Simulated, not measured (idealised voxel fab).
The document below concerns the process module designated voxel wiring stack.
280 nm wide, 5 nm square cells: that's cross-section cut.
We lay out every cross-section as a grid of square cells and spell it out in bands from the top down, where one band means one or more rows of cells. Top, bottom (nm), then materials left to right with widths (nm); lone material tagged "all across" fills the whole band edge to edge; "empty" = empty space. Note: height 0 marks the level under which the wafer is uniformly one material as received. Lowest band unbounded below, written "0 nm and below". Top row gets the first number, bottom row gets the second, and each row in between changes by the same step: that is how a band width like "30 to 40" works. You'll sometimes find "remained unchanged" written for a step, and that's the way of saying that nowhere in the cross-section did a cell change during that step. If an empty space has no open way to the top and is at least 8 cells in size, "Sealed cavities" lists it, written width x height at distance, where distance is measured from the left edge and every value is in nm. Post-settings text on a step line: simulator's own remark regarding the step. overlay nm: how far to the right of its planned place the mask lay on this masked step (negative: to the left).

The steps planned for the process are as follows
1. RECEIVE, material Si
2. CONFORMAL_DEP, material SiO2, thk nm 10
3. CONFORMAL_DEP, material SiCN, thk nm 5
4. DIRECTIONAL_DEP, material SiO2, thk nm 25
5. MASKED_ETCH, tone open, mask id METAL_1, width nm 30, pitch nm 60, etch materials SiO2, depth nm 25, overlay nm 0
6. MASKED_ETCH, tone open, mask id METAL_1, width nm 30, pitch nm 60, etch materials SiCN, depth nm 5, overlay nm 0
7. CONFORMAL_DEP, material TiN, thk nm 5
8. FILL_DEP, material Cu, thk nm 10
9. CMP, height nm 40
10. EPI, material Ru, thk nm 5
11. FILL_DEP, material SiCN, thk nm 5
12. DIRECTIONAL_DEP, material lowk, thk nm 15
13. DIRECTIONAL_DEP, material aC, thk nm 10
14. PATTERN, tone open, mask id PLUG_1, material resist, width nm 15, pitch nm 60, thk nm 25, overlay nm 0
15. DIRECTIONAL_ETCH, etch materials aC, depth nm 10
16. STRIP, etch materials resist
17. DIRECTIONAL_ETCH, etch materials lowk, depth nm 15
18. DIRECTIONAL_ETCH, etch materials SiCN, depth nm 5
19. STRIP, etch materials aC
20. CONFORMAL_DEP, material TiN, thk nm 5
21. FILL_DEP, material Cu, thk nm 5
22. CMP, height nm 65
23. DIRECTIONAL_DEP, material TiN, thk nm 5
24. DIRECTIONAL_DEP, material W, thk nm 25
25. MASKED_ETCH, tone cover, mask id METAL_2, width nm 30, pitch nm 60, etch materials W, depth nm 25, overlay nm 0
26. MASKED_ETCH, tone cover, mask id METAL_2, width nm 30, pitch nm 60, etch materials TiN, depth nm 5, overlay nm 0
27. CONFORMAL_DEP, material SiN, thk nm 5
28. FILL_DEP, material lowk, thk nm 10
29. CMP, height nm 95
30. CONFORMAL_DEP, material SiCN, thk nm 5
31. DIRECTIONAL_DEP, material lowk, thk nm 15
32. DIRECTIONAL_DEP, material aC, thk nm 15
33. PATTERN, tone open, mask id PLUG_2, material resist, width nm 15, pitch nm 60, thk nm 35, overlay nm 0
34. DIRECTIONAL_ETCH, etch materials aC, depth nm 15
35. STRIP, etch materials resist
36. DIRECTIONAL_ETCH, etch materials lowk, depth nm 15
37. DIRECTIONAL_ETCH, etch materials SiCN, depth nm 5
38. STRIP, etch materials aC
39. CONFORMAL_DEP, material TiN, thk nm 5
40. FILL_DEP, material Cu, thk nm 10
41. CMP, height nm 115
42. DIRECTIONAL_DEP, material TiN, thk nm 5
43. DIRECTIONAL_DEP, material W, thk nm 25
44. DIRECTIONAL_DEP, material aC, thk nm 10
45. PATTERN, tone cover, mask id METAL_3, material resist, width nm 30, pitch nm 60, thk nm 30, overlay nm 0
46. DIRECTIONAL_ETCH, etch materials aC, depth nm 10
47. STRIP, etch materials resist
48. DIRECTIONAL_ETCH, etch materials W, depth nm 25
49. DIRECTIONAL_ETCH, etch materials TiN, depth nm 5
50. STRIP, etch materials aC
51. FILL_DEP, material lowk, thk nm 10
52. CMP, height nm 145
53. CONFORMAL_DEP, material SiN, thk nm 5

The first of two wafers, run as planned

Wafer as received: cross-section following step 1
0 nm and below: Si all across
Sealed cavities: none

State of the wafer after step 2, shown in cross-section
10 nm to 0 nm: SiO2 all across
Note: structure below 0 unchanged.

State of the wafer after step 3, shown in cross-section
15 nm to 10 nm: SiCN all across
Note: structure below 10 unchanged.

State of the wafer after step 4, shown in cross-section
40 nm to 15 nm: SiO2 all across
Note: structure below 15 unchanged.

State of the wafer after step 5, shown in cross-section
40 nm to 15 nm: SiO2 95 nm / empty 30 nm / SiO2 30 nm / empty 30 nm / SiO2 95 nm
Note: structure below 15 unchanged.

State of the wafer after step 6, shown in cross-section
40 nm to 15 nm: SiO2 95 nm / empty 30 nm / SiO2 30 nm / empty 30 nm / SiO2 95 nm
15 nm to 10 nm: SiCN 95 nm / empty 30 nm / SiCN 30 nm / empty 30 nm / SiCN 95 nm
Note: structure below 10 unchanged.

State of the wafer after step 7, shown in cross-section
45 nm to 40 nm: TiN 100 nm / empty 20 nm / TiN 40 nm / empty 20 nm / TiN 100 nm
40 nm to 15 nm: SiO2 95 nm / TiN 5 nm / empty 20 nm / TiN 5 nm / SiO2 30 nm / TiN 5 nm / empty 20 nm / TiN 5 nm / SiO2 95 nm
15 nm to 10 nm: SiCN 95 nm / TiN 30 nm / SiCN 30 nm / TiN 30 nm / SiCN 95 nm
Note: structure below 10 unchanged.

State of the wafer after step 8, shown in cross-section
55 nm to 45 nm: Cu all across
45 nm to 40 nm: TiN 100 nm / Cu 20 nm / TiN 40 nm / Cu 20 nm / TiN 100 nm
40 nm to 15 nm: SiO2 95 nm / TiN 5 nm / Cu 20 nm / TiN 5 nm / SiO2 30 nm / TiN 5 nm / Cu 20 nm / TiN 5 nm / SiO2 95 nm
Note: structure below 15 unchanged.

State of the wafer after step 9, shown in cross-section
40 nm to 15 nm: SiO2 95 nm / TiN 5 nm / Cu 20 nm / TiN 5 nm / SiO2 30 nm / TiN 5 nm / Cu 20 nm / TiN 5 nm / SiO2 95 nm
Note: structure below 15 unchanged.

State of the wafer after step 10, shown in cross-section
45 nm to 40 nm: empty 90 nm / Ru 40 nm / empty 20 nm / Ru 40 nm / empty 90 nm
Note: structure below 40 unchanged.

State of the wafer after step 11, shown in cross-section
50 nm to 45 nm: SiCN all across
45 nm to 40 nm: SiCN 90 nm / Ru 40 nm / SiCN 20 nm / Ru 40 nm / SiCN 90 nm
Note: structure below 40 unchanged.

State of the wafer after step 12, shown in cross-section
65 nm to 50 nm: lowk all across
Note: structure below 50 unchanged.

State of the wafer after step 13, shown in cross-section
75 nm to 65 nm: aC all across
Note: structure below 65 unchanged.

State of the wafer after step 14, shown in cross-section
100 nm to 75 nm: resist 95 nm / empty 15 nm / resist 45 nm / empty 15 nm / resist 110 nm
Note: structure below 75 unchanged.

State of the wafer after step 15, shown in cross-section
90 nm to 75 nm: resist 95 nm / empty 15 nm / resist 45 nm / empty 15 nm / resist 110 nm
75 nm to 65 nm: aC 95 nm / empty 15 nm / aC 45 nm / empty 15 nm / aC 110 nm
Note: structure below 65 unchanged.

State of the wafer after step 16, shown in cross-section
75 nm to 65 nm: aC 95 nm / empty 15 nm / aC 45 nm / empty 15 nm / aC 110 nm
Note: structure below 65 unchanged.

State of the wafer after step 17, shown in cross-section
75 nm to 65 nm: aC 95 nm / empty 15 nm / aC 45 nm / empty 15 nm / aC 110 nm
65 nm to 50 nm: lowk 95 nm / empty 15 nm / lowk 45 nm / empty 15 nm / lowk 110 nm
Note: structure below 50 unchanged.

State of the wafer after step 18, shown in cross-section
75 nm to 65 nm: aC 95 nm / empty 15 nm / aC 45 nm / empty 15 nm / aC 110 nm
65 nm to 50 nm: lowk 95 nm / empty 15 nm / lowk 45 nm / empty 15 nm / lowk 110 nm
50 nm to 45 nm: SiCN 95 nm / empty 15 nm / SiCN 45 nm / empty 15 nm / SiCN 110 nm
Note: structure below 45 unchanged.

State of the wafer after step 19, shown in cross-section
65 nm to 50 nm: lowk 95 nm / empty 15 nm / lowk 45 nm / empty 15 nm / lowk 110 nm
Note: structure below 50 unchanged.

State of the wafer after step 20, shown in cross-section
70 nm to 65 nm: TiN 100 nm / empty 5 nm / TiN 55 nm / empty 5 nm / TiN 115 nm
65 nm to 50 nm: lowk 95 nm / TiN 5 nm / empty 5 nm / TiN 5 nm / lowk 45 nm / TiN 5 nm / empty 5 nm / TiN 5 nm / lowk 110 nm
50 nm to 45 nm: SiCN 95 nm / TiN 15 nm / SiCN 45 nm / TiN 15 nm / SiCN 110 nm
Note: structure below 45 unchanged.

State of the wafer after step 21, shown in cross-section
75 nm to 70 nm: Cu all across
70 nm to 65 nm: TiN 100 nm / Cu 5 nm / TiN 55 nm / Cu 5 nm / TiN 115 nm
65 nm to 50 nm: lowk 95 nm / TiN 5 nm / Cu 5 nm / TiN 5 nm / lowk 45 nm / TiN 5 nm / Cu 5 nm / TiN 5 nm / lowk 110 nm
Note: structure below 50 unchanged.

State of the wafer after step 22, shown in cross-section
65 nm to 50 nm: lowk 95 nm / TiN 5 nm / Cu 5 nm / TiN 5 nm / lowk 45 nm / TiN 5 nm / Cu 5 nm / TiN 5 nm / lowk 110 nm
Note: structure below 50 unchanged.

State of the wafer after step 23, shown in cross-section
70 nm to 65 nm: TiN all across
Note: structure below 65 unchanged.

State of the wafer after step 24, shown in cross-section
95 nm to 70 nm: W all across
Note: structure below 70 unchanged.

State of the wafer after step 25, shown in cross-section
95 nm to 70 nm: empty 95 nm / W 30 nm / empty 30 nm / W 30 nm / empty 95 nm
Note: structure below 70 unchanged.

State of the wafer after step 26, shown in cross-section
95 nm to 70 nm: empty 95 nm / W 30 nm / empty 30 nm / W 30 nm / empty 95 nm
70 nm to 65 nm: empty 95 nm / TiN 30 nm / empty 30 nm / TiN 30 nm / empty 95 nm
Note: structure below 65 unchanged.

State of the wafer after step 27, shown in cross-section
100 nm to 95 nm: empty 90 nm / SiN 40 nm / empty 20 nm / SiN 40 nm / empty 90 nm
95 nm to 70 nm: empty 90 nm / SiN 5 nm / W 30 nm / SiN 5 nm / empty 20 nm / SiN 5 nm / W 30 nm / SiN 5 nm / empty 90 nm
70 nm to 65 nm: SiN 95 nm / TiN 30 nm / SiN 30 nm / TiN 30 nm / SiN 95 nm
Note: structure below 65 unchanged.

State of the wafer after step 28, shown in cross-section
110 nm to 100 nm: lowk all across
100 nm to 95 nm: lowk 90 nm / SiN 40 nm / lowk 20 nm / SiN 40 nm / lowk 90 nm
95 nm to 70 nm: lowk 90 nm / SiN 5 nm / W 30 nm / SiN 5 nm / lowk 20 nm / SiN 5 nm / W 30 nm / SiN 5 nm / lowk 90 nm
Note: structure below 70 unchanged.

State of the wafer after step 29, shown in cross-section
95 nm to 70 nm: lowk 90 nm / SiN 5 nm / W 30 nm / SiN 5 nm / lowk 20 nm / SiN 5 nm / W 30 nm / SiN 5 nm / lowk 90 nm
Note: structure below 70 unchanged.

State of the wafer after step 30, shown in cross-section
100 nm to 95 nm: SiCN all across
Note: structure below 95 unchanged.

State of the wafer after step 31, shown in cross-section
115 nm to 100 nm: lowk all across
Note: structure below 100 unchanged.

State of the wafer after step 32, shown in cross-section
130 nm to 115 nm: aC all across
Note: structure below 115 unchanged.

State of the wafer after step 33, shown in cross-section
165 nm to 130 nm: resist 95 nm / empty 15 nm / resist 45 nm / empty 15 nm / resist 110 nm
Note: structure below 130 unchanged.

State of the wafer after step 34, shown in cross-section
150 nm to 130 nm: resist 95 nm / empty 15 nm / resist 45 nm / empty 15 nm / resist 110 nm
130 nm to 115 nm: aC 95 nm / empty 15 nm / aC 45 nm / empty 15 nm / aC 110 nm
Note: structure below 115 unchanged.

State of the wafer after step 35, shown in cross-section
130 nm to 115 nm: aC 95 nm / empty 15 nm / aC 45 nm / empty 15 nm / aC 110 nm
Note: structure below 115 unchanged.

State of the wafer after step 36, shown in cross-section
130 nm to 115 nm: aC 95 nm / empty 15 nm / aC 45 nm / empty 15 nm / aC 110 nm
115 nm to 100 nm: lowk 95 nm / empty 15 nm / lowk 45 nm / empty 15 nm / lowk 110 nm
Note: structure below 100 unchanged.

State of the wafer after step 37, shown in cross-section
130 nm to 115 nm: aC 95 nm / empty 15 nm / aC 45 nm / empty 15 nm / aC 110 nm
115 nm to 100 nm: lowk 95 nm / empty 15 nm / lowk 45 nm / empty 15 nm / lowk 110 nm
100 nm to 95 nm: SiCN 95 nm / empty 15 nm / SiCN 45 nm / empty 15 nm / SiCN 110 nm
Note: structure below 95 unchanged.

State of the wafer after step 38, shown in cross-section
115 nm to 100 nm: lowk 95 nm / empty 15 nm / lowk 45 nm / empty 15 nm / lowk 110 nm
Note: structure below 100 unchanged.

State of the wafer after step 39, shown in cross-section
120 nm to 115 nm: TiN 100 nm / empty 5 nm / TiN 55 nm / empty 5 nm / TiN 115 nm
115 nm to 100 nm: lowk 95 nm / TiN 5 nm / empty 5 nm / TiN 5 nm / lowk 45 nm / TiN 5 nm / empty 5 nm / TiN 5 nm / lowk 110 nm
100 nm to 95 nm: SiCN 95 nm / TiN 15 nm / SiCN 45 nm / TiN 15 nm / SiCN 110 nm
Note: structure below 95 unchanged.

State of the wafer after step 40, shown in cross-section
130 nm to 120 nm: Cu all across
120 nm to 115 nm: TiN 100 nm / Cu 5 nm / TiN 55 nm / Cu 5 nm / TiN 115 nm
115 nm to 100 nm: lowk 95 nm / TiN 5 nm / Cu 5 nm / TiN 5 nm / lowk 45 nm / TiN 5 nm / Cu 5 nm / TiN 5 nm / lowk 110 nm
Note: structure below 100 unchanged.

State of the wafer after step 41, shown in cross-section
115 nm to 100 nm: lowk 95 nm / TiN 5 nm / Cu 5 nm / TiN 5 nm / lowk 45 nm / TiN 5 nm / Cu 5 nm / TiN 5 nm / lowk 110 nm
Note: structure below 100 unchanged.

State of the wafer after step 42, shown in cross-section
120 nm to 115 nm: TiN all across
Note: structure below 115 unchanged.

State of the wafer after step 43, shown in cross-section
145 nm to 120 nm: W all across
Note: structure below 120 unchanged.

State of the wafer after step 44, shown in cross-section
155 nm to 145 nm: aC all across
Note: structure below 145 unchanged.

State of the wafer after step 45, shown in cross-section
185 nm to 155 nm: empty 95 nm / resist 30 nm / empty 30 nm / resist 30 nm / empty 95 nm
Note: structure below 155 unchanged.

State of the wafer after step 46, shown in cross-section
175 nm to 155 nm: empty 95 nm / resist 30 nm / empty 30 nm / resist 30 nm / empty 95 nm
155 nm to 145 nm: empty 95 nm / aC 30 nm / empty 30 nm / aC 30 nm / empty 95 nm
Note: structure below 145 unchanged.

State of the wafer after step 47, shown in cross-section
155 nm to 145 nm: empty 95 nm / aC 30 nm / empty 30 nm / aC 30 nm / empty 95 nm
Note: structure below 145 unchanged.

State of the wafer after step 48, shown in cross-section
155 nm to 145 nm: empty 95 nm / aC 30 nm / empty 30 nm / aC 30 nm / empty 95 nm
145 nm to 120 nm: empty 95 nm / W 30 nm / empty 30 nm / W 30 nm / empty 95 nm
Note: structure below 120 unchanged.

State of the wafer after step 49, shown in cross-section
155 nm to 145 nm: empty 95 nm / aC 30 nm / empty 30 nm / aC 30 nm / empty 95 nm
145 nm to 120 nm: empty 95 nm / W 30 nm / empty 30 nm / W 30 nm / empty 95 nm
120 nm to 115 nm: empty 95 nm / TiN 30 nm / empty 30 nm / TiN 30 nm / empty 95 nm
Note: structure below 115 unchanged.

State of the wafer after step 50, shown in cross-section
145 nm to 120 nm: empty 95 nm / W 30 nm / empty 30 nm / W 30 nm / empty 95 nm
Note: structure below 120 unchanged.

State of the wafer after step 51, shown in cross-section
155 nm to 145 nm: lowk all across
145 nm to 120 nm: lowk 95 nm / W 30 nm / lowk 30 nm / W 30 nm / lowk 95 nm
120 nm to 115 nm: lowk 95 nm / TiN 30 nm / lowk 30 nm / TiN 30 nm / lowk 95 nm
Note: structure below 115 unchanged.

State of the wafer after step 52, shown in cross-section
145 nm to 120 nm: lowk 95 nm / W 30 nm / lowk 30 nm / W 30 nm / lowk 95 nm
Note: structure below 120 unchanged.

State of the wafer after step 53, shown in cross-section
150 nm to 145 nm: SiN all across
Note: structure below 145 unchanged.

Second wafer, same starting conditions and recipe as the first, one mistake in executing it, nothing differs from the first up to and including step 21

The second wafer cut through, at the time step 22 was supposed to be finished
60 nm to 50 nm: lowk 95 nm / TiN 5 nm / Cu 5 nm / TiN 5 nm / lowk 45 nm / TiN 5 nm / Cu 5 nm / TiN 5 nm / lowk 110 nm
Note: structure below 50 unchanged.

The second wafer cut through, at the time step 23 was supposed to be finished
65 nm to 60 nm: TiN all across
Note: structure below 60 unchanged.

The second wafer cut through, at the time step 24 was supposed to be finished
90 nm to 65 nm: W all across
Note: structure below 65 unchanged.

The second wafer cut through, at the time step 25 was supposed to be finished
90 nm to 65 nm: empty 95 nm / W 30 nm / empty 30 nm / W 30 nm / empty 95 nm
Note: structure below 65 unchanged.

The second wafer cut through, at the time step 26 was supposed to be finished
90 nm to 65 nm: empty 95 nm / W 30 nm / empty 30 nm / W 30 nm / empty 95 nm
65 nm to 60 nm: empty 95 nm / TiN 30 nm / empty 30 nm / TiN 30 nm / empty 95 nm
Note: structure below 60 unchanged.

The second wafer cut through, at the time step 27 was supposed to be finished
95 nm to 90 nm: empty 90 nm / SiN 40 nm / empty 20 nm / SiN 40 nm / empty 90 nm
90 nm to 65 nm: empty 90 nm / SiN 5 nm / W 30 nm / SiN 5 nm / empty 20 nm / SiN 5 nm / W 30 nm / SiN 5 nm / empty 90 nm
65 nm to 60 nm: SiN 95 nm / TiN 30 nm / SiN 30 nm / TiN 30 nm / SiN 95 nm
Note: structure below 60 unchanged.

The second wafer cut through, at the time step 28 was supposed to be finished
105 nm to 95 nm: lowk all across
95 nm to 90 nm: lowk 90 nm / SiN 40 nm / lowk 20 nm / SiN 40 nm / lowk 90 nm
90 nm to 65 nm: lowk 90 nm / SiN 5 nm / W 30 nm / SiN 5 nm / lowk 20 nm / SiN 5 nm / W 30 nm / SiN 5 nm / lowk 90 nm
Note: structure below 65 unchanged.

The second wafer cut through, at the time step 29 was supposed to be finished
95 nm to 90 nm: lowk 90 nm / SiN 40 nm / lowk 20 nm / SiN 40 nm / lowk 90 nm
Note: structure below 90 unchanged.

The second wafer cut through, at the time step 30 was supposed to be finished
100 nm to 95 nm: SiCN all across
Note: structure below 95 unchanged.

The second wafer cut through, at the time step 31 was supposed to be finished
115 nm to 100 nm: lowk all across
Note: structure below 100 unchanged.

The second wafer cut through, at the time step 32 was supposed to be finished
130 nm to 115 nm: aC all across
Note: structure below 115 unchanged.

The second wafer cut through, at the time step 33 was supposed to be finished
165 nm to 130 nm: resist 95 nm / empty 15 nm / resist 45 nm / empty 15 nm / resist 110 nm
Note: structure below 130 unchanged.

The second wafer cut through, at the time step 34 was supposed to be finished
150 nm to 130 nm: resist 95 nm / empty 15 nm / resist 45 nm / empty 15 nm / resist 110 nm
130 nm to 115 nm: aC 95 nm / empty 15 nm / aC 45 nm / empty 15 nm / aC 110 nm
Note: structure below 115 unchanged.

The second wafer cut through, at the time step 35 was supposed to be finished
130 nm to 115 nm: aC 95 nm / empty 15 nm / aC 45 nm / empty 15 nm / aC 110 nm
Note: structure below 115 unchanged.

The second wafer cut through, at the time step 36 was supposed to be finished
130 nm to 115 nm: aC 95 nm / empty 15 nm / aC 45 nm / empty 15 nm / aC 110 nm
115 nm to 100 nm: lowk 95 nm / empty 15 nm / lowk 45 nm / empty 15 nm / lowk 110 nm
Note: structure below 100 unchanged.

The second wafer cut through, at the time step 37 was supposed to be finished
130 nm to 115 nm: aC 95 nm / empty 15 nm / aC 45 nm / empty 15 nm / aC 110 nm
115 nm to 100 nm: lowk 95 nm / empty 15 nm / lowk 45 nm / empty 15 nm / lowk 110 nm
100 nm to 95 nm: SiCN 95 nm / empty 15 nm / SiCN 45 nm / empty 15 nm / SiCN 110 nm
Note: structure below 95 unchanged.

The second wafer cut through, at the time step 38 was supposed to be finished
115 nm to 100 nm: lowk 95 nm / empty 15 nm / lowk 45 nm / empty 15 nm / lowk 110 nm
Note: structure below 100 unchanged.

The second wafer cut through, at the time step 39 was supposed to be finished
120 nm to 115 nm: TiN 100 nm / empty 5 nm / TiN 55 nm / empty 5 nm / TiN 115 nm
115 nm to 100 nm: lowk 95 nm / TiN 5 nm / empty 5 nm / TiN 5 nm / lowk 45 nm / TiN 5 nm / empty 5 nm / TiN 5 nm / lowk 110 nm
100 nm to 95 nm: SiCN 95 nm / TiN 15 nm / SiCN 45 nm / TiN 15 nm / SiCN 110 nm
Note: structure below 95 unchanged.

The second wafer cut through, at the time step 40 was supposed to be finished
130 nm to 120 nm: Cu all across
120 nm to 115 nm: TiN 100 nm / Cu 5 nm / TiN 55 nm / Cu 5 nm / TiN 115 nm
115 nm to 100 nm: lowk 95 nm / TiN 5 nm / Cu 5 nm / TiN 5 nm / lowk 45 nm / TiN 5 nm / Cu 5 nm / TiN 5 nm / lowk 110 nm
Note: structure below 100 unchanged.

The second wafer cut through, at the time step 41 was supposed to be finished
115 nm to 100 nm: lowk 95 nm / TiN 5 nm / Cu 5 nm / TiN 5 nm / lowk 45 nm / TiN 5 nm / Cu 5 nm / TiN 5 nm / lowk 110 nm
Note: structure below 100 unchanged.

The second wafer cut through, at the time step 42 was supposed to be finished
120 nm to 115 nm: TiN all across
Note: structure below 115 unchanged.

The second wafer cut through, at the time step 43 was supposed to be finished
145 nm to 120 nm: W all across
Note: structure below 120 unchanged.

The second wafer cut through, at the time step 44 was supposed to be finished
155 nm to 145 nm: aC all across
Note: structure below 145 unchanged.

The second wafer cut through, at the time step 45 was supposed to be finished
185 nm to 155 nm: empty 95 nm / resist 30 nm / empty 30 nm / resist 30 nm / empty 95 nm
Note: structure below 155 unchanged.

The second wafer cut through, at the time step 46 was supposed to be finished
175 nm to 155 nm: empty 95 nm / resist 30 nm / empty 30 nm / resist 30 nm / empty 95 nm
155 nm to 145 nm: empty 95 nm / aC 30 nm / empty 30 nm / aC 30 nm / empty 95 nm
Note: structure below 145 unchanged.

The second wafer cut through, at the time step 47 was supposed to be finished
155 nm to 145 nm: empty 95 nm / aC 30 nm / empty 30 nm / aC 30 nm / empty 95 nm
Note: structure below 145 unchanged.

The second wafer cut through, at the time step 48 was supposed to be finished
155 nm to 145 nm: empty 95 nm / aC 30 nm / empty 30 nm / aC 30 nm / empty 95 nm
145 nm to 120 nm: empty 95 nm / W 30 nm / empty 30 nm / W 30 nm / empty 95 nm
Note: structure below 120 unchanged.

The second wafer cut through, at the time step 49 was supposed to be finished
155 nm to 145 nm: empty 95 nm / aC 30 nm / empty 30 nm / aC 30 nm / empty 95 nm
145 nm to 120 nm: empty 95 nm / W 30 nm / empty 30 nm / W 30 nm / empty 95 nm
120 nm to 115 nm: empty 95 nm / TiN 30 nm / empty 30 nm / TiN 30 nm / empty 95 nm
Note: structure below 115 unchanged.

The second wafer cut through, at the time step 50 was supposed to be finished
145 nm to 120 nm: empty 95 nm / W 30 nm / empty 30 nm / W 30 nm / empty 95 nm
Note: structure below 120 unchanged.

The second wafer cut through, at the time step 51 was supposed to be finished
155 nm to 145 nm: lowk all across
145 nm to 120 nm: lowk 95 nm / W 30 nm / lowk 30 nm / W 30 nm / lowk 95 nm
120 nm to 115 nm: lowk 95 nm / TiN 30 nm / lowk 30 nm / TiN 30 nm / lowk 95 nm
Note: structure below 115 unchanged.

The second wafer cut through, at the time step 52 was supposed to be finished
145 nm to 120 nm: lowk 95 nm / W 30 nm / lowk 30 nm / W 30 nm / lowk 95 nm
Note: structure below 120 unchanged.

The second wafer cut through, at the time step 53 was supposed to be finished
150 nm to 145 nm: SiN all across
Note: structure below 145 unchanged.
Diagnosis: step 22 was not run as planned; what actually ran was CMP, height nm 60
The closing comparison, in cells, has the second wafer with more or fewer of some materials than the first: -2 Cu, +16 SiN, -4 TiN, -10 lowk
